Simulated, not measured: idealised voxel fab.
You're looking at the process module voxel transistor to metal.
Each square cell in cross-section cut measures 5 nm, and the section as a whole is 155 nm wide.
Each cross-section below is a grid of square cells, stated as bands in top-down order, with one or more rows of cells making up each band. For a band, the entry starts with two heights in nm, that of the top and then that of the bottom, and carries on with the band's materials in order from left to right, each alongside its width in nm; the word "all across" beside a single material means it fills the band edge to edge, and "blank" means empty space. A quick word on heights: they are counted from 0, and under that level the wafer as it came to us is one material throughout. The lowest band is different from the rest in having no bottom; it simply continues downward, written as in "0 nm and below". Quick explanation for "30->40": the width changes in equal steps down the rows of cells, from the first number in the band's top row to the second number in its bottom row. Step marked "no change occurred"? Then no cell in the cross-section changed in it. Empty spaces counting at least 8 cells and having no open way to the top are listed in "Voids, sealed". The notation width x height at distance is used for each, the distance being from the left edge and all three values in nm. Formally, on a step line, whatever follows the settings is a remark that the simulator itself makes on the step. overlay nm: right-of-plan distance of the mask on a masked step; negative values mean left-of-plan. Each of the pairs that make up the rest of this document says: here is the cross-section before one process step, here is the cross-section after it, drawn only down to the lowest band that changed, and here, under the pair, is the step lying between them with its settings. Different pairs may come from different runs of this module on the same starting wafer, so a pair continues from the pair above it only where its entry headed "Pre-step condition" says so.

**Pre-step condition**
    75 nm to 55 nm  blank 25 nm, then resist 20 nm, then blank 60 nm, then resist 20 nm, then blank 30 nm
    55 nm to 30 nm  blank 25 nm, then W 20 nm, then blank 60 nm, then W 20 nm, then blank 30 nm
    30 nm to 25 nm  TiN all across
    25 nm to 15 nm  SiO2 25 nm, then TiN 5 nm, then W 10 nm, then TiN 5 nm, then SiO2 60 nm, then TiN 5 nm, then W 10 nm, then TiN 5 nm, then SiO2 30 nm
    15 nm to 5 nm  SiO2 25 nm, then TiN 5 nm, then W 10 nm, then TiN 5 nm, then SiO2 5 nm, then SiN 5 nm, then HfO2 5 nm, then TiN 5 nm, then W 20 nm, then TiN 5 nm, then HfO2 5 nm, then SiN 5 nm, then SiO2 5 nm, then TiN 5 nm, then W 10 nm, then TiN 5 nm, then SiO2 30 nm
    5 nm to 0 nm  SiO2 25 nm, then TiN 5 nm, then W 5 nm, then TiN 10 nm, then SiO2 5 nm, then SiN 5 nm, then HfO2 5 nm, then TiN 5 nm, then W 20 nm, then TiN 5 nm, then HfO2 5 nm, then SiN 5 nm, then SiO2 5 nm, then TiN 10 nm, then W 5 nm, then TiN 5 nm, then SiO2 30 nm
    0 nm to -5 nm  SiO2 20 nm, then SiN 5 nm, then TiN 15 nm, then pSi 10 nm, then SiN 5 nm, then HfO2 5 nm, then TiN 30 nm, then HfO2 5 nm, then SiN 5 nm, then pSi 10 nm, then TiN 15 nm, then SiN 5 nm, then SiO2 25 nm
    -5 nm to -10 nm  SiO2 25 nm, then pSi 25 nm, then SiO2 5 nm, then HfO2 40 nm, then SiO2 5 nm, then pSi 25 nm, then SiO2 30 nm
    -10 nm to -15 nm  SiO2 25 nm, then pSi 25 nm, then Si 50 nm, then pSi 25 nm, then SiO2 30 nm
    -15 nm to -30 nm  SiO2 25 nm, then Si 100 nm, then SiO2 30 nm
    -30 nm and below  Si all across
    Voids, sealed: none

**Post-Step Snapshot**
    75 nm to 55 nm  blank 25 nm, then resist 20 nm, then blank 60 nm, then resist 20 nm, then blank 30 nm
    55 nm to 30 nm  blank 25 nm, then W 20 nm, then blank 60 nm, then W 20 nm, then blank 30 nm
    30 nm to 25 nm  blank 25 nm, then TiN 20 nm, then blank 60 nm, then TiN 20 nm, then blank 30 nm
    Under 25: no change, same as before.
    Voids, sealed: none
Going from one cross-section above to the next, the wafer undergoes DIRECTIONAL_ETCH (etch materials TiN; depth nm 5)

Pre-step condition: check the pair just above; its after cross-section is our before state.

**Post-Step Snapshot**
    55 nm to 30 nm  blank 25 nm, then W 20 nm, then blank 60 nm, then W 20 nm, then blank 30 nm
    Under 30: no change, same as before.
    Voids, sealed: none
Going from one cross-section above to the next, the wafer undergoes STRIP (etch materials resist)

Pre-step condition: check the pair just above; its after cross-section is our before state.

**Post-Step Snapshot**
    60 nm to 55 nm  blank 20 nm, then SiN 30 nm, then blank 50 nm, then SiN 30 nm, then blank 25 nm
    55 nm to 30 nm  blank 20 nm, then SiN 5 nm, then W 20 nm, then SiN 5 nm, then blank 50 nm, then SiN 5 nm, then W 20 nm, then SiN 5 nm, then blank 25 nm
    30 nm to 25 nm  SiN 25 nm, then TiN 20 nm, then SiN 60 nm, then TiN 20 nm, then SiN 30 nm
    Under 25: no change, same as before.
    Voids, sealed: none
Going from one cross-section above to the next, the wafer undergoes CONFORMAL_DEP (material SiN; thk nm 5)

Pre-step condition: check the pair just above; its after cross-section is our before state.

**Post-Step Snapshot**
    65 nm to 60 nm  SiO2 all across
    60 nm to 55 nm  SiO2 20 nm, then SiN 30 nm, then SiO2 50 nm, then SiN 30 nm, then SiO2 25 nm
    55 nm to 30 nm  SiO2 20 nm, then SiN 5 nm, then W 20 nm, then SiN 5 nm, then SiO2 50 nm, then SiN 5 nm, then W 20 nm, then SiN 5 nm, then SiO2 25 nm
    Under 30: no change, same as before.
    Voids, sealed: none
Going from one cross-section above to the next, the wafer undergoes FILL_DEP (material SiO2; thk nm 5)

Pre-step condition: check the pair just above; its after cross-section is our before state.

**Post-Step Snapshot**
    55 nm to 30 nm  SiO2 20 nm, then SiN 5 nm, then W 20 nm, then SiN 5 nm, then SiO2 50 nm, then SiN 5 nm, then W 20 nm, then SiN 5 nm, then SiO2 25 nm
    Under 30: no change, same as before.
    Voids, sealed: none
Going from one cross-section above to the next, the wafer undergoes CMP (height nm 55)

Pre-step condition: check the pair just above; its after cross-section is our before state.

**Post-Step Snapshot**
    60 nm to 55 nm  SiCN all across
    Under 55: no change, same as before.
    Voids, sealed: none
Going from one cross-section above to the next, the wafer undergoes CONFORMAL_DEP (material SiCN; thk nm 5)

Pre-step condition: check the pair just above; its after cross-section is our before state.

**Post-Step Snapshot**
    95 nm to 60 nm  SiO2 all across
    Under 60: no change, same as before.
    Voids, sealed: none
Going from one cross-section above to the next, the wafer undergoes DIRECTIONAL_DEP (material SiO2; thk nm 35)

Pre-step condition: check the pair just above; its after cross-section is our before state.

**Post-Step Snapshot**
    105 nm to 95 nm  aC all across
    Under 95: no change, same as before.
    Voids, sealed: none
Going from one cross-section above to the next, the wafer undergoes DIRECTIONAL_DEP (material aC; thk nm 10)

Pre-step condition: check the pair just above; its after cross-section is our before state.

**Post-Step Snapshot**
    135 nm to 105 nm  resist 25 nm, then blank 20 nm, then resist 60 nm, then blank 20 nm, then resist 30 nm
    Under 105: no change, same as before.
    Voids, sealed: none
Going from one cross-section above to the next, the wafer undergoes PATTERN (tone open; mask id METAL_2; material resist; width nm 20; pitch nm 80; thk nm 30; overlay nm 0)

Pre-step condition: check the pair just above; its after cross-section is our before state.

**Post-Step Snapshot**
    125 nm to 105 nm  resist 25 nm, then blank 20 nm, then resist 60 nm, then blank 20 nm, then resist 30 nm
    105 nm to 95 nm  aC 25 nm, then blank 20 nm, then aC 60 nm, then blank 20 nm, then aC 30 nm
    Under 95: no change, same as before.
    Voids, sealed: none
Going from one cross-section above to the next, the wafer undergoes DIRECTIONAL_ETCH (etch materials aC; depth nm 10)

Pre-step condition: check the pair just above; its after cross-section is our before state.

**Post-Step Snapshot**
    105 nm to 95 nm  aC 25 nm, then blank 20 nm, then aC 60 nm, then blank 20 nm, then aC 30 nm
    Under 95: no change, same as before.
    Voids, sealed: none
Going from one cross-section above to the next, the wafer undergoes STRIP (etch materials resist)

Pre-step condition: check the pair just above; its after cross-section is our before state.

**Post-Step Snapshot**
    105 nm to 95 nm  aC 25 nm, then blank 20 nm, then aC 60 nm, then blank 20 nm, then aC 30 nm
    95 nm to 75 nm  SiO2 25 nm, then blank 20 nm, then SiO2 60 nm, then blank 20 nm, then SiO2 30 nm
    Under 75: no change, same as before.
    Voids, sealed: none
Going from one cross-section above to the next, the wafer undergoes DIRECTIONAL_ETCH (etch materials SiO2; depth nm 20)

Pre-step condition: check the pair just above; its after cross-section is our before state.

**Post-Step Snapshot**
    95 nm to 75 nm  SiO2 25 nm, then blank 20 nm, then SiO2 60 nm, then blank 20 nm, then SiO2 30 nm
    Under 75: no change, same as before.
    Voids, sealed: none
Going from one cross-section above to the next, the wafer undergoes STRIP (etch materials aC)

Pre-step condition: check the pair just above; its after cross-section is our before state.

**Post-Step Snapshot**
    110 nm to 95 nm  aC 25 nm, then blank 20 nm, then aC 60 nm, then blank 20 nm, then aC 30 nm
    95 nm to 90 nm  SiO2 25 nm, then blank 20 nm, then SiO2 60 nm, then blank 20 nm, then SiO2 30 nm
    90 nm to 75 nm  SiO2 25 nm, then aC 20 nm, then SiO2 60 nm, then aC 20 nm, then SiO2 30 nm
    Under 75: no change, same as before.
    Voids, sealed: none
Going from one cross-section above to the next, the wafer undergoes DIRECTIONAL_DEP (material aC; thk nm 15)

Pre-step condition: check the pair just above; its after cross-section is our before state.

**Post-Step Snapshot**
    140 nm to 110 nm  resist 25 nm, then blank 15 nm, then resist 65 nm, then blank 15 nm, then resist 35 nm
    110 nm to 95 nm  aC 25 nm, then blank 15 nm, then resist 5 nm, then aC 60 nm, then blank 15 nm, then resist 5 nm, then aC 30 nm
    95 nm to 90 nm  SiO2 25 nm, then blank 15 nm, then resist 5 nm, then SiO2 60 nm, then blank 15 nm, then resist 5 nm, then SiO2 30 nm
    Under 90: no change, same as before.
    Voids, sealed: none
Going from one cross-section above to the next, the wafer undergoes PATTERN (tone open; mask id METAL_2_HOLES; material resist; width nm 15; pitch nm 80; thk nm 30; overlay nm 0)

Pre-step condition: check the pair just above; its after cross-section is our before state.

**Post-Step Snapshot**
    125 nm to 110 nm  resist 25 nm, then blank 15 nm, then resist 65 nm, then blank 15 nm, then resist 35 nm
    110 nm to 95 nm  aC 25 nm, then blank 15 nm, then resist 5 nm, then aC 60 nm, then blank 15 nm, then resist 5 nm, then aC 30 nm
    95 nm to 90 nm  SiO2 25 nm, then blank 15 nm, then resist 5 nm, then SiO2 60 nm, then blank 15 nm, then resist 5 nm, then SiO2 30 nm
    90 nm to 75 nm  SiO2 25 nm, then blank 15 nm, then aC 5 nm, then SiO2 60 nm, then blank 15 nm, then aC 5 nm, then SiO2 30 nm
    Under 75: no change, same as before.
    Voids, sealed: none
Going from one cross-section above to the next, the wafer undergoes DIRECTIONAL_ETCH (etch materials aC; depth nm 15)

Pre-step condition: check the pair just above; its after cross-section is our before state.

**Post-Step Snapshot**
    110 nm to 95 nm  aC 25 nm, then blank 20 nm, then aC 60 nm, then blank 20 nm, then aC 30 nm
    95 nm to 90 nm  SiO2 25 nm, then blank 20 nm, then SiO2 60 nm, then blank 20 nm, then SiO2 30 nm
    Under 90: no change, same as before.
    Voids, sealed: none
Going from one cross-section above to the next, the wafer undergoes STRIP (etch materials resist)

Pre-step condition: check the pair just above; its after cross-section is our before state.

**Post-Step Snapshot**
    110 nm to 95 nm  aC 25 nm, then blank 20 nm, then aC 60 nm, then blank 20 nm, then aC 30 nm
    95 nm to 90 nm  SiO2 25 nm, then blank 20 nm, then SiO2 60 nm, then blank 20 nm, then SiO2 30 nm
    90 nm to 75 nm  SiO2 25 nm, then blank 15 nm, then aC 5 nm, then SiO2 60 nm, then blank 15 nm, then aC 5 nm, then SiO2 30 nm
    75 nm to 60 nm  SiO2 25 nm, then blank 15 nm, then SiO2 65 nm, then blank 15 nm, then SiO2 35 nm
    Under 60: no change, same as before.
    Voids, sealed: none
Going from one cross-section above to the next, the wafer undergoes DIRECTIONAL_ETCH (etch materials SiO2; depth nm 15)

Pre-step condition: check the pair just above; its after cross-section is our before state.

**Post-Step Snapshot**
    110 nm to 95 nm  aC 25 nm, then blank 20 nm, then aC 60 nm, then blank 20 nm, then aC 30 nm
    95 nm to 90 nm  SiO2 25 nm, then blank 20 nm, then SiO2 60 nm, then blank 20 nm, then SiO2 30 nm
    90 nm to 75 nm  SiO2 25 nm, then blank 15 nm, then aC 5 nm, then SiO2 60 nm, then blank 15 nm, then aC 5 nm, then SiO2 30 nm
    75 nm to 60 nm  SiO2 25 nm, then blank 15 nm, then SiO2 65 nm, then blank 15 nm, then SiO2 35 nm
    60 nm to 55 nm  SiCN 25 nm, then blank 15 nm, then SiCN 65 nm, then blank 15 nm, then SiCN 35 nm
    Under 55: no change, same as before.
    Voids, sealed: none
Going from one cross-section above to the next, the wafer undergoes DIRECTIONAL_ETCH (etch materials SiCN; depth nm 5)

Pre-step condition: check the pair just above; its after cross-section is our before state.

**Post-Step Snapshot**
    95 nm to 75 nm  SiO2 25 nm, then blank 20 nm, then SiO2 60 nm, then blank 20 nm, then SiO2 30 nm
    Under 75: no change, same as before.
    Voids, sealed: none
Going from one cross-section above to the next, the wafer undergoes STRIP (etch materials aC)

Pre-step condition: check the pair just above; its after cross-section is our before state.

**Post-Step Snapshot**
    100 nm to 95 nm  TiN 30 nm, then blank 10 nm, then TiN 70 nm, then blank 10 nm, then TiN 35 nm
    95 nm to 80 nm  SiO2 25 nm, then TiN 5 nm, then blank 10 nm, then TiN 5 nm, then SiO2 60 nm, then TiN 5 nm, then blank 10 nm, then TiN 5 nm, then SiO2 30 nm
    80 nm to 75 nm  SiO2 25 nm, then TiN 5 nm, then blank 5 nm, then TiN 10 nm, then SiO2 60 nm, then TiN 5 nm, then blank 5 nm, then TiN 10 nm, then SiO2 30 nm
    75 nm to 60 nm  SiO2 25 nm, then TiN 5 nm, then blank 5 nm, then TiN 5 nm, then SiO2 65 nm, then TiN 5 nm, then blank 5 nm, then TiN 5 nm, then SiO2 35 nm
    60 nm to 55 nm  SiCN 25 nm, then TiN 15 nm, then SiCN 65 nm, then TiN 15 nm, then SiCN 35 nm
    Under 55: no change, same as before.
    Voids, sealed: none
Going from one cross-section above to the next, the wafer undergoes CONFORMAL_DEP (material TiN; thk nm 5)

Pre-step condition: check the pair just above; its after cross-section is our before state.

**Post-Step Snapshot**
    110 nm to 100 nm  Cu all across
    100 nm to 95 nm  TiN 30 nm, then Cu 10 nm, then TiN 70 nm, then Cu 10 nm, then TiN 35 nm
    95 nm to 80 nm  SiO2 25 nm, then TiN 5 nm, then Cu 10 nm, then TiN 5 nm, then SiO2 60 nm, then TiN 5 nm, then Cu 10 nm, then TiN 5 nm, then SiO2 30 nm
    80 nm to 75 nm  SiO2 25 nm, then TiN 5 nm, then Cu 5 nm, then TiN 10 nm, then SiO2 60 nm, then TiN 5 nm, then Cu 5 nm, then TiN 10 nm, then SiO2 30 nm
    75 nm to 60 nm  SiO2 25 nm, then TiN 5 nm, then Cu 5 nm, then TiN 5 nm, then SiO2 65 nm, then TiN 5 nm, then Cu 5 nm, then TiN 5 nm, then SiO2 35 nm
    Under 60: no change, same as before.
    Voids, sealed: none
Going from one cross-section above to the next, the wafer undergoes FILL_DEP (material Cu; thk nm 10)

Pre-step condition: check the pair just above; its after cross-section is our before state.

**Post-Step Snapshot**
    95 nm to 80 nm  SiO2 25 nm, then TiN 5 nm, then Cu 10 nm, then TiN 5 nm, then SiO2 60 nm, then TiN 5 nm, then Cu 10 nm, then TiN 5 nm, then SiO2 30 nm
    Under 80: no change, same as before.
    Voids, sealed: none
Going from one cross-section above to the next, the wafer undergoes CMP (height nm 95)

Pre-step condition: check the pair just above; its after cross-section is our before state.

**Post-Step Snapshot**
    100 nm to 95 nm  SiCN all across
    Under 95: no change, same as before.
    Voids, sealed: none
Going from one cross-section above to the next, the wafer undergoes CONFORMAL_DEP (material SiCN; thk nm 5)

**Pre-step condition**
    110 nm to 100 nm  Cu all across
    100 nm to 95 nm  TiN 30 nm, then Cu 10 nm, then TiN 70 nm, then Cu 10 nm, then TiN 35 nm
    95 nm to 80 nm  SiO2 25 nm, then TiN 5 nm, then Cu 10 nm, then TiN 5 nm, then SiO2 60 nm, then TiN 5 nm, then Cu 10 nm, then TiN 5 nm, then SiO2 30 nm
    80 nm to 75 nm  SiO2 25 nm, then TiN 5 nm, then Cu 5 nm, then TiN 10 nm, then SiO2 60 nm, then TiN 5 nm, then Cu 5 nm, then TiN 10 nm, then SiO2 30 nm
    75 nm to 60 nm  SiO2 25 nm, then TiN 5 nm, then Cu 5 nm, then TiN 5 nm, then SiO2 65 nm, then TiN 5 nm, then Cu 5 nm, then TiN 5 nm, then SiO2 35 nm
    60 nm to 55 nm  SiCN 25 nm, then TiN 15 nm, then SiCN 65 nm, then TiN 15 nm, then SiCN 35 nm
    55 nm to 30 nm  SiO2 20 nm, then SiN 5 nm, then W 20 nm, then SiN 5 nm, then SiO2 50 nm, then SiN 5 nm, then W 20 nm, then SiN 5 nm, then SiO2 25 nm
    30 nm to 25 nm  SiN 25 nm, then TiN 20 nm, then SiN 60 nm, then TiN 20 nm, then SiN 30 nm
    25 nm to 15 nm  SiO2 25 nm, then TiN 5 nm, then W 10 nm, then TiN 5 nm, then SiO2 60 nm, then TiN 5 nm, then W 10 nm, then TiN 5 nm, then SiO2 30 nm
    15 nm to 5 nm  SiO2 25 nm, then TiN 5 nm, then W 10 nm, then TiN 5 nm, then SiO2 5 nm, then SiN 5 nm, then HfO2 5 nm, then TiN 5 nm, then W 20 nm, then TiN 5 nm, then HfO2 5 nm, then SiN 5 nm, then SiO2 5 nm, then TiN 5 nm, then W 10 nm, then TiN 5 nm, then SiO2 30 nm
    5 nm to 0 nm  SiO2 25 nm, then TiN 5 nm, then W 5 nm, then TiN 10 nm, then SiO2 5 nm, then SiN 5 nm, then HfO2 5 nm, then TiN 5 nm, then W 20 nm, then TiN 5 nm, then HfO2 5 nm, then SiN 5 nm, then SiO2 5 nm, then TiN 10 nm, then W 5 nm, then TiN 5 nm, then SiO2 30 nm
    0 nm to -5 nm  SiO2 20 nm, then SiN 5 nm, then TiN 15 nm, then pSi 10 nm, then SiN 5 nm, then HfO2 5 nm, then TiN 30 nm, then HfO2 5 nm, then SiN 5 nm, then pSi 10 nm, then TiN 15 nm, then SiN 5 nm, then SiO2 25 nm
    -5 nm to -10 nm  SiO2 25 nm, then pSi 25 nm, then SiO2 5 nm, then HfO2 40 nm, then SiO2 5 nm, then pSi 25 nm, then SiO2 30 nm
    -10 nm to -15 nm  SiO2 25 nm, then pSi 25 nm, then Si 50 nm, then pSi 25 nm, then SiO2 30 nm
    -15 nm to -30 nm  SiO2 25 nm, then Si 100 nm, then SiO2 30 nm
    -30 nm and below  Si all across
    Voids, sealed: none

**Post-Step Snapshot**
    115 nm to 110 nm  SiCN all across
    Under 110: no change, same as before.
    Voids, sealed: none
Going from one cross-section above to the next, the wafer undergoes CONFORMAL_DEP (material SiCN; thk nm 5)

**Pre-step condition**
    25 nm to 10 nm  blank 20 nm, then resist 110 nm, then blank 25 nm
    10 nm to 0 nm  blank 20 nm, then SiN 110 nm, then blank 25 nm
    0 nm to -5 nm  blank 20 nm, then SiO2 110 nm, then blank 25 nm
    -5 nm to -25 nm  blank 20 nm, then Si 110 nm, then blank 25 nm
    -25 nm and below  Si all across
    Voids, sealed: none

**Post-Step Snapshot**
    25 nm to 10 nm  blank 20 nm, then resist 110 nm, then blank 25 nm
    10 nm to 0 nm  blank 20 nm, then SiN 110 nm, then blank 25 nm
    0 nm to -5 nm  blank 20 nm, then SiO2 110 nm, then blank 25 nm
    -5 nm to -45 nm  blank 20 nm, then Si 110 nm, then blank 25 nm
    Under -45: no change, same as before.
    Voids, sealed: none
Going from one cross-section above to the next, the wafer undergoes DIRECTIONAL_ETCH (etch materials Si; depth nm 20)

Pre-step condition: check the pair just above; its after cross-section is our before state.

**Post-Step Snapshot**
    10 nm to 0 nm  blank 20 nm, then SiN 110 nm, then blank 25 nm
    Under 0: no change, same as before.
    Voids, sealed: none
Going from one cross-section above to the next, the wafer undergoes STRIP (etch materials resist)

Pre-step condition: check the pair just above; its after cross-section is our before state.

**Post-Step Snapshot**
    10 nm to 0 nm  blank 20 nm, then SiN 110 nm, then blank 25 nm
    0 nm to -5 nm  blank 20 nm, then SiO2 110 nm, then blank 25 nm
    -5 nm to -45 nm  blank 20 nm, then SiO2 5 nm, then Si 100 nm, then SiO2 5 nm, then blank 25 nm
    -45 nm to -50 nm  SiO2 25 nm, then Si 100 nm, then SiO2 30 nm
    Under -50: no change, same as before.
    Voids, sealed: none
Going from one cross-section above to the next, the wafer undergoes OXIDIZE (depth nm 5)

Pre-step condition: check the pair just above; its after cross-section is our before state.

**Post-Step Snapshot**
    15 nm to 10 nm  SiO2 all across
    10 nm to 0 nm  SiO2 20 nm, then SiN 110 nm, then SiO2 25 nm
    0 nm to -5 nm  SiO2 all across
    -5 nm to -50 nm  SiO2 25 nm, then Si 100 nm, then SiO2 30 nm
    Under -50: no change, same as before.
    Voids, sealed: none
Going from one cross-section above to the next, the wafer undergoes FILL_DEP (material SiO2; thk nm 5)

Pre-step condition: check the pair just above; its after cross-section is our before state.

**Post-Step Snapshot**
    10 nm to 0 nm  SiO2 20 nm, then SiN 110 nm, then SiO2 25 nm
    Under 0: no change, same as before.
    Voids, sealed: none
Going from one cross-section above to the next, the wafer undergoes CMP (height nm 10)

Pre-step condition: check the pair just above; its after cross-section is our before state.

**Post-Step Snapshot**
    10 nm to 5 nm  blank 20 nm, then SiN 110 nm, then blank 25 nm
    Under 5: no change, same as before.
    Voids, sealed: none
Going from one cross-section above to the next, the wafer undergoes SELECTIVE_ETCH (etch materials SiO2; depth nm 5)

Pre-step condition: check the pair just above; its after cross-section is our before state.

**Post-Step Snapshot**
    5 nm to 0 nm  SiO2 20 nm, then blank 110 nm, then SiO2 25 nm
    Under 0: no change, same as before.
    Voids, sealed: none
Going from one cross-section above to the next, the wafer undergoes STRIP (etch materials SiN)

Pre-step condition: check the pair just above; its after cross-section is our before state.

**Post-Step Snapshot**
    0 nm to -5 nm  SiO2 15 nm, then blank 120 nm, then SiO2 20 nm
    Under -5: no change, same as before.
    Voids, sealed: none
Going from one cross-section above to the next, the wafer undergoes SELECTIVE_ETCH (etch materials SiO2; depth nm 5)

Pre-step condition: check the pair just above; its after cross-section is our before state.

**Post-Step Snapshot**
    0 nm to -5 nm  SiO2 15 nm, then blank 120 nm, then SiO2 20 nm
    -5 nm to -10 nm  SiO2 all across
    Under -10: no change, same as before.
    Voids, sealed: none
Going from one cross-section above to the next, the wafer undergoes OXIDIZE (depth nm 5)

Pre-step condition: check the pair just above; its after cross-section is our before state.

**Post-Step Snapshot**
    25 nm to 20 nm  polySi 15 nm, then blank 120 nm, then polySi 20 nm
    20 nm to 0 nm  polySi all across
    0 nm to -5 nm  SiO2 15 nm, then polySi 120 nm, then SiO2 20 nm
    Under -5: no change, same as before.
    Voids, sealed: none
Going from one cross-section above to the next, the wafer undergoes DIRECTIONAL_DEP (material polySi; thk nm 25)

Pre-step condition: check the pair just above; its after cross-section is our before state.

**Post-Step Snapshot**
    40 nm to 35 nm  SiCN 15 nm, then blank 120 nm, then SiCN 20 nm
    35 nm to 25 nm  SiCN all across
    25 nm to 20 nm  polySi 15 nm, then SiCN 120 nm, then polySi 20 nm
    Under 20: no change, same as before.
    Voids, sealed: none
Going from one cross-section above to the next, the wafer undergoes DIRECTIONAL_DEP (material SiCN; thk nm 15)

Pre-step condition: check the pair just above; its after cross-section is our before state.

**Post-Step Snapshot**
    50 nm to 45 nm  aC 15 nm, then blank 120 nm, then aC 20 nm
    45 nm to 40 nm  aC all across
    40 nm to 35 nm  SiCN 15 nm, then aC 120 nm, then SiCN 20 nm
    Under 35: no change, same as before.
    Voids, sealed: none
Going from one cross-section above to the next, the wafer undergoes DIRECTIONAL_DEP (material aC; thk nm 10)

Pre-step condition: check the pair just above; its after cross-section is our before state.

**Post-Step Snapshot**
    80 nm to 50 nm  blank 60 nm, then resist 30 nm, then blank 65 nm
    50 nm to 45 nm  aC 15 nm, then blank 45 nm, then resist 30 nm, then blank 45 nm, then aC 20 nm
    Under 45: no change, same as before.
    Voids, sealed: none
Going from one cross-section above to the next, the wafer undergoes PATTERN (tone cover; mask id GATE; material resist; width nm 30; thk nm 30; overlay nm 0)

Pre-step condition: check the pair just above; its after cross-section is our before state.

**Post-Step Snapshot**
    70 nm to 45 nm  blank 60 nm, then resist 30 nm, then blank 65 nm
    45 nm to 40 nm  blank 60 nm, then aC 30 nm, then blank 65 nm
    40 nm to 35 nm  SiCN 15 nm, then blank 45 nm, then aC 30 nm, then blank 45 nm, then SiCN 20 nm
    Under 35: no change, same as before.
    Voids, sealed: none
Going from one cross-section above to the next, the wafer undergoes DIRECTIONAL_ETCH (etch materials aC; depth nm 10)

Pre-step condition: check the pair just above; its after cross-section is our before state.

**Post-Step Snapshot**
    45 nm to 40 nm  blank 60 nm, then aC 30 nm, then blank 65 nm
    Under 40: no change, same as before.
    Voids, sealed: none
Going from one cross-section above to the next, the wafer undergoes STRIP (etch materials resist)

Pre-step condition: check the pair just above; its after cross-section is our before state.

**Post-Step Snapshot**
    45 nm to 35 nm  blank 60 nm, then aC 30 nm, then blank 65 nm
    35 nm to 25 nm  blank 60 nm, then SiCN 30 nm, then blank 65 nm
    25 nm to 20 nm  polySi 15 nm, then blank 45 nm, then SiCN 30 nm, then blank 45 nm, then polySi 20 nm
    Under 20: no change, same as before.
    Voids, sealed: none
Going from one cross-section above to the next, the wafer undergoes DIRECTIONAL_ETCH (etch materials SiCN; depth nm 25)

Pre-step condition: check the pair just above; its after cross-section is our before state.

**Post-Step Snapshot**
    45 nm to 35 nm  blank 60 nm, then aC 30 nm, then blank 65 nm
    35 nm to 20 nm  blank 60 nm, then SiCN 30 nm, then blank 65 nm
    20 nm to 0 nm  blank 60 nm, then polySi 30 nm, then blank 65 nm
    0 nm to -5 nm  SiO2 15 nm, then blank 45 nm, then polySi 30 nm, then blank 45 nm, then SiO2 20 nm
    Under -5: no change, same as before.
    Voids, sealed: none
Going from one cross-section above to the next, the wafer undergoes DIRECTIONAL_ETCH (etch materials polySi; depth nm 35)

Pre-step condition: check the pair just above; its after cross-section is our before state.

**Post-Step Snapshot**
    35 nm to 20 nm  blank 60 nm, then SiCN 30 nm, then blank 65 nm
    Under 20: no change, same as before.
    Voids, sealed: none
Going from one cross-section above to the next, the wafer undergoes STRIP (etch materials aC)

Pre-step condition: check the pair just above; its after cross-section is our before state.

**Post-Step Snapshot**
    40 nm to 35 nm  blank 55 nm, then SiO2 40 nm, then blank 60 nm
    35 nm to 20 nm  blank 55 nm, then SiO2 5 nm, then SiCN 30 nm, then SiO2 5 nm, then blank 60 nm
    20 nm to 5 nm  blank 55 nm, then SiO2 5 nm, then polySi 30 nm, then SiO2 5 nm, then blank 60 nm
    5 nm to 0 nm  SiO2 20 nm, then blank 35 nm, then SiO2 5 nm, then polySi 30 nm, then SiO2 5 nm, then blank 35 nm, then SiO2 25 nm
    0 nm to -5 nm  SiO2 60 nm, then polySi 30 nm, then SiO2 65 nm
    Under -5: no change, same as before.
    Voids, sealed: none
Going from one cross-section above to the next, the wafer undergoes CONFORMAL_DEP (material SiO2; thk nm 5)

Pre-step condition: check the pair just above; its after cross-section is our before state.

**Post-Step Snapshot**
    35 nm to 20 nm  blank 55 nm, then SiO2 5 nm, then SiCN 30 nm, then SiO2 5 nm, then blank 60 nm
    20 nm to 0 nm  blank 55 nm, then SiO2 5 nm, then polySi 30 nm, then SiO2 5 nm, then blank 60 nm
    0 nm to -5 nm  SiO2 20 nm, then blank 35 nm, then SiO2 5 nm, then polySi 30 nm, then SiO2 5 nm, then blank 35 nm, then SiO2 25 nm
    Under -5: no change, same as before.
    Voids, sealed: none
Going from one cross-section above to the next, the wafer undergoes DIRECTIONAL_ETCH (etch materials SiO2; depth nm 5)

Pre-step condition: check the pair just above; its after cross-section is our before state.

**Post-Step Snapshot**
    40 nm to 35 nm  blank 50 nm, then SiN 50 nm, then blank 55 nm
    35 nm to 20 nm  blank 50 nm, then SiN 5 nm, then SiO2 5 nm, then SiCN 30 nm, then SiO2 5 nm, then SiN 5 nm, then blank 55 nm
    20 nm to 5 nm  blank 50 nm, then SiN 5 nm, then SiO2 5 nm, then polySi 30 nm, then SiO2 5 nm, then SiN 5 nm, then blank 55 nm
    5 nm to 0 nm  SiN 25 nm, then blank 25 nm, then SiN 5 nm, then SiO2 5 nm, then polySi 30 nm, then SiO2 5 nm, then SiN 5 nm, then blank 25 nm, then SiN 30 nm
    0 nm to -5 nm  SiO2 20 nm, then SiN 35 nm, then SiO2 5 nm, then polySi 30 nm, then SiO2 5 nm, then SiN 35 nm, then SiO2 25 nm
    Under -5: no change, same as before.
    Voids, sealed: none
Going from one cross-section above to the next, the wafer undergoes CONFORMAL_DEP (material SiN; thk nm 5)

Pre-step condition: check the pair just above; its after cross-section is our before state.

**Post-Step Snapshot**
    35 nm to 20 nm  blank 50 nm, then SiN 5 nm, then SiO2 5 nm, then SiCN 30 nm, then SiO2 5 nm, then SiN 5 nm, then blank 55 nm
    20 nm to 0 nm  blank 50 nm, then SiN 5 nm, then SiO2 5 nm, then polySi 30 nm, then SiO2 5 nm, then SiN 5 nm, then blank 55 nm
    0 nm to -5 nm  SiO2 20 nm, then SiN 5 nm, then blank 25 nm, then SiN 5 nm, then SiO2 5 nm, then polySi 30 nm, then SiO2 5 nm, then SiN 5 nm, then blank 25 nm, then SiN 5 nm, then SiO2 25 nm
    Under -5: no change, same as before.
    Voids, sealed: none
Going from one cross-section above to the next, the wafer undergoes DIRECTIONAL_ETCH (etch materials SiN; depth nm 5)
